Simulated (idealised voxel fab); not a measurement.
process module | voxel released beams
cross-section cut | 175 nm wide | cells 5 nm
A cross-section is a grid of square cells, given in bands from the top down. A band is one or more rows of cells.
Each band's line starts with the height of the band's top and of its bottom, in nm. Then come its materials from left to right, each with its width in nm. One material with "throughout" fills the band from edge to edge. "air" is empty space.
Height 0 is the level under which the wafer as received is all one material. The lowest band goes on downwards, as in "0 down".
A width such as "30 to 40" changes by the same amount from each row of cells to the next, from the band's top row to its bottom row.
"no change" after a step means that no cell of the cross-section changed.
closed voids: empty space of 8 cells or more with no open way to the top, each as width x height at its distance from the left edge, in nm
after a step's settings: what the simulator itself notes on the step
overlay nm, on a step with a mask: how far to the right of its planned place the mask lay; to the left if negative
plan
1 op RECEIVE | material Si
2 op CONFORMAL_DEP | material SiN | thk nm 10
3 op DIRECTIONAL_DEP | material SiO2 | thk nm 20
4 op MASKED_ETCH | tone open | mask id ANCHOR | width nm 35 | etch materials SiO2 | depth nm 20 | overlay nm 0
5 op CONFORMAL_DEP | material W | thk nm 10
6 op MASKED_ETCH | tone cover | mask id BEAM | width nm 110 | etch materials W | depth nm 10 | overlay nm 0
7 op STRIP | etch materials SiO2
first wafer, as planned
as received, after step 1
  0 down: Si throughout
  closed voids: none
after step 2
  10 to 0: SiN throughout
  below 0: unchanged
after step 3
  30 to 10: SiO2 throughout
  below 10: unchanged
after step 4
  30 to 10: SiO2 35 | air 35 | SiO2 105
  below 10: unchanged
after step 5
  40 to 30: W 45 | air 15 | W 115
  30 to 20: SiO2 35 | W 10 | air 15 | W 10 | SiO2 105
  20 to 10: SiO2 35 | W 35 | SiO2 105
  below 10: unchanged
after step 6
  40 to 30: air 30 | W 15 | air 15 | W 80 | air 35
  below 30: unchanged
after step 7
  40 to 30: air 30 | W 15 | air 15 | W 80 | air 35
  30 to 20: air 35 | W 10 | air 15 | W 10 | air 105
  20 to 10: air 35 | W 35 | air 105
  below 10: unchanged
second wafer: like start, like plan, one mistake. Through step 5 it matches the first wafer
when step 6 should have ended
  40 to 30: air 25 | W 20 | air 15 | W 85 | air 30
  below 30: unchanged
when step 7 should have ended
  40 to 30: air 25 | W 20 | air 15 | W 85 | air 30
  30 to 20: air 35 | W 10 | air 15 | W 10 | air 105
  20 to 10: air 35 | W 35 | air 105
  below 10: unchanged
what went wrong: step 6 ran as: op MASKED_ETCH | tone cover | mask id BEAM | width nm 120 | etch materials W | depth nm 10 | overlay nm 0
at the end the second wafer has, in cells: 4 more of W
